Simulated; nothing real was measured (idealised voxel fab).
process module | voxel gate over fins
cross-section cut | 210 nm wide | cells 5 nm
A cross-section is a grid of square cells, given in bands from the top down. A band is one or more rows of cells.
Each band's line starts with the height of the band's top and of its bottom, in nm. Then come its materials from left to right, each with its width in nm. One material with "throughout" fills the band from edge to edge. "air" is empty space.
Height 0 is the level under which the wafer as received is all one material. The lowest band goes on downwards, as in "0 down".
A width such as "30 to 40" changes by the same amount from each row of cells to the next, from the band's top row to its bottom row.
"no change" after a step means that no cell of the cross-section changed.
closed voids: empty space of 8 cells or more with no open way to the top, each as width x height at its distance from the left edge, in nm
after a step's settings: what the simulator itself notes on the step
overlay nm, on a step with a mask: how far to the right of its planned place the mask lay; to the left if negative
plan
1 op RECEIVE | material Si
2 op CONFORMAL_DEP | material SiN | thk nm 5
3 op DIRECTIONAL_DEP | material aC | thk nm 10
4 op PATTERN | tone cover | mask id FINS | material resist | width nm 15 | pitch nm 35 | thk nm 30 | overlay nm 0
5 op DIRECTIONAL_ETCH | etch materials aC | depth nm 10
6 op STRIP | etch materials resist
7 op DIRECTIONAL_ETCH | etch materials SiN | depth nm 5
8 op DIRECTIONAL_ETCH | etch materials Si | depth nm 35
9 op STRIP | etch materials aC
10 op OXIDIZE | depth nm 5
11 op FILL_DEP | material SiO2 | thk nm 15
12 op CMP | height nm 5
13 op SELECTIVE_ETCH | etch materials SiO2 | depth nm 20
14 op STRIP | etch materials SiN
15 op CONFORMAL_DEP | material HfO2 | thk nm 5
16 op CONFORMAL_DEP | material TiN | thk nm 5
17 op CONFORMAL_DEP | material TiAl | thk nm 5
18 op CONFORMAL_DEP | material TiN | thk nm 5
19 op FILL_DEP | material W | thk nm 15
20 op CMP | height nm 30
21 op CONFORMAL_DEP | material SiN | thk nm 5
first wafer, as planned
as received, after step 1
  0 down: Si throughout
  closed voids: none
after step 2
  5 to 0: SiN throughout
  below 0: unchanged
after step 3
  15 to 5: aC throughout
  below 5: unchanged
after step 4
  45 to 15: air 45 | resist 15 | air 20 | resist 15 | air 20 | resist 15 | air 20 | resist 15 | air 45
  below 15: unchanged
after step 5
  35 to 15: air 45 | resist 15 | air 20 | resist 15 | air 20 | resist 15 | air 20 | resist 15 | air 45
  15 to 5: air 45 | aC 15 | air 20 | aC 15 | air 20 | aC 15 | air 20 | aC 15 | air 45
  below 5: unchanged
after step 6
  15 to 5: air 45 | aC 15 | air 20 | aC 15 | air 20 | aC 15 | air 20 | aC 15 | air 45
  below 5: unchanged
after step 7
  15 to 5: air 45 | aC 15 | air 20 | aC 15 | air 20 | aC 15 | air 20 | aC 15 | air 45
  5 to 0: air 45 | SiN 15 | air 20 | SiN 15 | air 20 | SiN 15 | air 20 | SiN 15 | air 45
  below 0: unchanged
after step 8
  15 to 5: air 45 | aC 15 | air 20 | aC 15 | air 20 | aC 15 | air 20 | aC 15 | air 45
  5 to 0: air 45 | SiN 15 | air 20 | SiN 15 | air 20 | SiN 15 | air 20 | SiN 15 | air 45
  0 to -35: air 45 | Si 15 | air 20 | Si 15 | air 20 | Si 15 | air 20 | Si 15 | air 45
  below -35: unchanged
after step 9
  5 to 0: air 45 | SiN 15 | air 20 | SiN 15 | air 20 | SiN 15 | air 20 | SiN 15 | air 45
  below 0: unchanged
after step 10
  5 to 0: air 45 | SiN 15 | air 20 | SiN 15 | air 20 | SiN 15 | air 20 | SiN 15 | air 45
  0 to -35: air 45 | SiO2 5 | Si 5 | SiO2 5 | air 20 | SiO2 5 | Si 5 | SiO2 5 | air 20 | SiO2 5 | Si 5 | SiO2 5 | air 20 | SiO2 5 | Si 5 | SiO2 5 | air 45
  -35 to -40: SiO2 50 | Si 5 | SiO2 30 | Si 5 | SiO2 30 | Si 5 | SiO2 30 | Si 5 | SiO2 50
  below -40: unchanged
after step 11
  20 to 5: SiO2 throughout
  5 to 0: SiO2 45 | SiN 15 | SiO2 20 | SiN 15 | SiO2 20 | SiN 15 | SiO2 20 | SiN 15 | SiO2 45
  0 to -40: SiO2 50 | Si 5 | SiO2 30 | Si 5 | SiO2 30 | Si 5 | SiO2 30 | Si 5 | SiO2 50
  below -40: unchanged
after step 12
  5 to 0: SiO2 45 | SiN 15 | SiO2 20 | SiN 15 | SiO2 20 | SiN 15 | SiO2 20 | SiN 15 | SiO2 45
  below 0: unchanged
after step 13
  5 to 0: air 45 | SiN 15 | air 20 | SiN 15 | air 20 | SiN 15 | air 20 | SiN 15 | air 45
  0 to -15: air 50 | Si 5 | air 30 | Si 5 | air 30 | Si 5 | air 30 | Si 5 | air 50
  below -15: unchanged
after step 14
  0 to -15: air 50 | Si 5 | air 30 | Si 5 | air 30 | Si 5 | air 30 | Si 5 | air 50
  below -15: unchanged
after step 15
  5 to 0: air 45 | HfO2 15 | air 20 | HfO2 15 | air 20 | HfO2 15 | air 20 | HfO2 15 | air 45
  0 to -10: air 45 | HfO2 5 | Si 5 | HfO2 5 | air 20 | HfO2 5 | Si 5 | HfO2 5 | air 20 | HfO2 5 | Si 5 | HfO2 5 | air 20 | HfO2 5 | Si 5 | HfO2 5 | air 45
  -10 to -15: HfO2 50 | Si 5 | HfO2 30 | Si 5 | HfO2 30 | Si 5 | HfO2 30 | Si 5 | HfO2 50
  below -15: unchanged
after step 16
  10 to 5: air 40 | TiN 25 | air 10 | TiN 25 | air 10 | TiN 25 | air 10 | TiN 25 | air 40
  5 to 0: air 40 | TiN 5 | HfO2 15 | TiN 5 | air 10 | TiN 5 | HfO2 15 | TiN 5 | air 10 | TiN 5 | HfO2 15 | TiN 5 | air 10 | TiN 5 | HfO2 15 | TiN 5 | air 40
  0 to -5: air 40 | TiN 5 | HfO2 5 | Si 5 | HfO2 5 | TiN 5 | air 10 | TiN 5 | HfO2 5 | Si 5 | HfO2 5 | TiN 5 | air 10 | TiN 5 | HfO2 5 | Si 5 | HfO2 5 | TiN 5 | air 10 | TiN 5 | HfO2 5 | Si 5 | HfO2 5 | TiN 5 | air 40
  -5 to -10: TiN 45 | HfO2 5 | Si 5 | HfO2 5 | TiN 20 | HfO2 5 | Si 5 | HfO2 5 | TiN 20 | HfO2 5 | Si 5 | HfO2 5 | TiN 20 | HfO2 5 | Si 5 | HfO2 5 | TiN 45
  below -10: unchanged
after step 17
  15 to 10: air 35 | TiAl 140 | air 35
  10 to 5: air 35 | TiAl 5 | TiN 25 | TiAl 10 | TiN 25 | TiAl 10 | TiN 25 | TiAl 10 | TiN 25 | TiAl 5 | air 35
  5 to 0: air 35 | TiAl 5 | TiN 5 | HfO2 15 | TiN 5 | TiAl 10 | TiN 5 | HfO2 15 | TiN 5 | TiAl 10 | TiN 5 | HfO2 15 | TiN 5 | TiAl 10 | TiN 5 | HfO2 15 | TiN 5 | TiAl 5 | air 35
  0 to -5: TiAl 40 | TiN 5 | HfO2 5 | Si 5 | HfO2 5 | TiN 5 | TiAl 10 | TiN 5 | HfO2 5 | Si 5 | HfO2 5 | TiN 5 | TiAl 10 | TiN 5 | HfO2 5 | Si 5 | HfO2 5 | TiN 5 | TiAl 10 | TiN 5 | HfO2 5 | Si 5 | HfO2 5 | TiN 5 | TiAl 40
  below -5: unchanged
after step 18
  20 to 15: air 30 | TiN 150 | air 30
  15 to 10: air 30 | TiN 5 | TiAl 140 | TiN 5 | air 30
  10 to 5: air 30 | TiN 5 | TiAl 5 | TiN 25 | TiAl 10 | TiN 25 | TiAl 10 | TiN 25 | TiAl 10 | TiN 25 | TiAl 5 | TiN 5 | air 30
  5 to 0: TiN 35 | TiAl 5 | TiN 5 | HfO2 15 | TiN 5 | TiAl 10 | TiN 5 | HfO2 15 | TiN 5 | TiAl 10 | TiN 5 | HfO2 15 | TiN 5 | TiAl 10 | TiN 5 | HfO2 15 | TiN 5 | TiAl 5 | TiN 35
  below 0: unchanged
after step 19
  35 to 20: W throughout
  20 to 15: W 30 | TiN 150 | W 30
  15 to 10: W 30 | TiN 5 | TiAl 140 | TiN 5 | W 30
  10 to 5: W 30 | TiN 5 | TiAl 5 | TiN 25 | TiAl 10 | TiN 25 | TiAl 10 | TiN 25 | TiAl 10 | TiN 25 | TiAl 5 | TiN 5 | W 30
  below 5: unchanged
after step 20
  30 to 20: W throughout
  below 20: unchanged
after step 21
  35 to 30: SiN throughout
  below 30: unchanged
second wafer: like start, like plan, one mistake. Through step 14 it matches the first wafer
when step 15 should have ended: no change
when step 16 should have ended
  5 to 0: air 45 | TiN 15 | air 20 | TiN 15 | air 20 | TiN 15 | air 20 | TiN 15 | air 45
  0 to -10: air 45 | TiN 5 | Si 5 | TiN 5 | air 20 | TiN 5 | Si 5 | TiN 5 | air 20 | TiN 5 | Si 5 | TiN 5 | air 20 | TiN 5 | Si 5 | TiN 5 | air 45
  -10 to -15: TiN 50 | Si 5 | TiN 30 | Si 5 | TiN 30 | Si 5 | TiN 30 | Si 5 | TiN 50
  below -15: unchanged
when step 17 should have ended
  10 to 5: air 40 | TiAl 25 | air 10 | TiAl 25 | air 10 | TiAl 25 | air 10 | TiAl 25 | air 40
  5 to 0: air 40 | TiAl 5 | TiN 15 | TiAl 5 | air 10 | TiAl 5 | TiN 15 | TiAl 5 | air 10 | TiAl 5 | TiN 15 | TiAl 5 | air 10 | TiAl 5 | TiN 15 | TiAl 5 | air 40
  0 to -5: air 40 | TiAl 5 | TiN 5 | Si 5 | TiN 5 | TiAl 5 | air 10 | TiAl 5 | TiN 5 | Si 5 | TiN 5 | TiAl 5 | air 10 | TiAl 5 | TiN 5 | Si 5 | TiN 5 | TiAl 5 | air 10 | TiAl 5 | TiN 5 | Si 5 | TiN 5 | TiAl 5 | air 40
  -5 to -10: TiAl 45 | TiN 5 | Si 5 | TiN 5 | TiAl 20 | TiN 5 | Si 5 | TiN 5 | TiAl 20 | TiN 5 | Si 5 | TiN 5 | TiAl 20 | TiN 5 | Si 5 | TiN 5 | TiAl 45
  below -10: unchanged
when step 18 should have ended
  15 to 10: air 35 | TiN 140 | air 35
  10 to 5: air 35 | TiN 5 | TiAl 25 | TiN 10 | TiAl 25 | TiN 10 | TiAl 25 | TiN 10 | TiAl 25 | TiN 5 | air 35
  5 to 0: air 35 | TiN 5 | TiAl 5 | TiN 15 | TiAl 5 | TiN 10 | TiAl 5 | TiN 15 | TiAl 5 | TiN 10 | TiAl 5 | TiN 15 | TiAl 5 | TiN 10 | TiAl 5 | TiN 15 | TiAl 5 | TiN 5 | air 35
  0 to -5: TiN 40 | TiAl 5 | TiN 5 | Si 5 | TiN 5 | TiAl 5 | TiN 10 | TiAl 5 | TiN 5 | Si 5 | TiN 5 | TiAl 5 | TiN 10 | TiAl 5 | TiN 5 | Si 5 | TiN 5 | TiAl 5 | TiN 10 | TiAl 5 | TiN 5 | Si 5 | TiN 5 | TiAl 5 | TiN 40
  below -5: unchanged
when step 19 should have ended
  30 to 15: W throughout
  15 to 10: W 35 | TiN 140 | W 35
  10 to 5: W 35 | TiN 5 | TiAl 25 | TiN 10 | TiAl 25 | TiN 10 | TiAl 25 | TiN 10 | TiAl 25 | TiN 5 | W 35
  5 to 0: W 35 | TiN 5 | TiAl 5 | TiN 15 | TiAl 5 | TiN 10 | TiAl 5 | TiN 15 | TiAl 5 | TiN 10 | TiAl 5 | TiN 15 | TiAl 5 | TiN 10 | TiAl 5 | TiN 15 | TiAl 5 | TiN 5 | W 35
  below 0: unchanged
when step 20 should have ended: no change
when step 21 should have ended
  35 to 30: SiN throughout
  below 30: unchanged
what went wrong: step 15 was left out
at the end the second wafer has, in cells: 66 fewer of HfO2 | 18 more of TiN | 48 more of W
